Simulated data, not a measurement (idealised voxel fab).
You're looking at the process module voxel gate over fins.
215 nm wide, 5 nm square cells: that's cross-section cut.
We lay out every cross-section as a grid of square cells and spell it out in bands from the top down, where one band means one or more rows of cells.
Quick guide to a band line: top height, bottom height (nm) up front; then every material left to right with its width in nm. Only one material and it's marked "all across"? Then it fills the band edge to edge. And "blank" just means empty space.
Ref level 0: as-received wafer is one material below here. Bottom band extends down with no lower bound ("from 0 down").
With a width like "30..40", each row of cells in the band differs from the next by the same amount, the top row carrying the first number and the bottom row the second.
"changes: none" -> step changed no cross-section cell.
So "Fully sealed cavities" is basically the list of trapped voids: any empty space of 8 cells or more that can't reach the top through an opening. They're written width x height at distance, the distance being from the left edge, and it's all nm.
after a step's settings: what the simulator itself notes on the step
overlay nm, on a step with a mask: how far to the right of its planned place the mask lay; to the left if negative
-- Steps in the process plan
1: RECEIVE, material Si
2: CONFORMAL_DEP, material SiN, thk nm 5
3: PATTERN, tone cover, mask id FINS, material resist, width nm 15, pitch nm 50, thk nm 20, overlay nm 0
4: DIRECTIONAL_ETCH, etch materials SiN, depth nm 5
5: DIRECTIONAL_ETCH, etch materials Si, depth nm 40
6: STRIP, etch materials resist
7: FILL_DEP, material SiO2, thk nm 5
8: CMP, height nm 5
9: PATTERN, tone open, mask id RAIL, material resist, width nm 15, thk nm 20, overlay nm 0
10: DIRECTIONAL_ETCH, etch materials SiO2, depth nm 40
11: STRIP, etch materials resist
12: CONFORMAL_DEP, material TiN, thk nm 5
13: FILL_DEP, material Ru, thk nm 10
14: CMP, height nm 5
15: SELECTIVE_ETCH, etch materials W Ru TiN, depth nm 25
16: FILL_DEP, material SiO2, thk nm 5
17: CMP, height nm 5
18: SELECTIVE_ETCH, etch materials SiO2, depth nm 15
19: STRIP, etch materials SiN
20: CONFORMAL_DEP, material HfO2, thk nm 5
21: CONFORMAL_DEP, material TiN, thk nm 5
22: CONFORMAL_DEP, material TiAl, thk nm 5
23: CONFORMAL_DEP, material TiN, thk nm 5
24: FILL_DEP, material W, thk nm 10
25: CMP, height nm 25
26: CONFORMAL_DEP, material SiN, thk nm 5
-- This is the cross-section of the wafer as we received it, i.e. after step 1
	from 0 down  Si all across
	Fully sealed cavities: none
-- The cross-section shown corresponds to the wafer at the conclusion of the module. The initial structure and the process plan are those presented above; however, one mistake occurred in executing the plan
	from 30 to 25  SiN all across
	from 25 to 20  W all across
	from 20 to 15  W 5 / TiN 205 / W 5
	from 15 to 10  W 5 / TiN 5 / TiAl 45 / TiN 5 / TiAl 45 / TiN 5 / TiAl 45 / TiN 5 / TiAl 45 / TiN 5 / W 5
	from 10 to 5  TiN 10 / TiAl 5 / TiN 35 / TiAl 5 / TiN 5 / TiAl 5 / TiN 35 / TiAl 5 / TiN 5 / TiAl 5 / TiN 35 / TiAl 5 / TiN 5 / TiAl 5 / TiN 35 / TiAl 5 / TiN 10
	from 5 to 0  TiAl 15 / TiN 5 / HfO2 25 / TiN 5 / TiAl 15 / TiN 5 / HfO2 25 / TiN 5 / TiAl 15 / TiN 5 / HfO2 25 / TiN 5 / TiAl 15 / TiN 5 / HfO2 25 / TiN 5 / TiAl 15
	from 0 to -5  TiN 20 / HfO2 5 / Si 15 / HfO2 5 / TiN 25 / HfO2 5 / Si 15 / HfO2 5 / TiN 25 / HfO2 5 / Si 15 / HfO2 5 / TiN 25 / HfO2 5 / Si 15 / HfO2 5 / TiN 20
	from -5 to -10  HfO2 25 / Si 15 / HfO2 35 / Si 15 / HfO2 35 / Si 15 / HfO2 35 / Si 15 / HfO2 25
	from -10 to -20  SiO2 25 / Si 15 / SiO2 35 / Si 15 / SiO2 35 / Si 15 / SiO2 35 / Si 15 / SiO2 25
	from -20 to -30  SiO2 25 / Si 15 / SiO2 10 / TiN 5 / Ru 10 / TiN 5 / SiO2 5 / Si 15 / SiO2 35 / Si 15 / SiO2 35 / Si 15 / SiO2 25
	from -30 to -35  SiO2 25 / Si 15 / SiO2 10 / TiN 20 / SiO2 5 / Si 15 / SiO2 35 / Si 15 / SiO2 35 / Si 15 / SiO2 25
	from -35 to -40  SiO2 25 / Si 15 / SiO2 35 / Si 15 / SiO2 35 / Si 15 / SiO2 35 / Si 15 / SiO2 25
	from -40 down  Si all across
	Fully sealed cavities: none
So what did we get wrong on this run? step 9 ran with different settings than intended, the actual operation and settings being PATTERN, tone open, mask id RAIL, material resist, width nm 20, thk nm 20, overlay nm 0
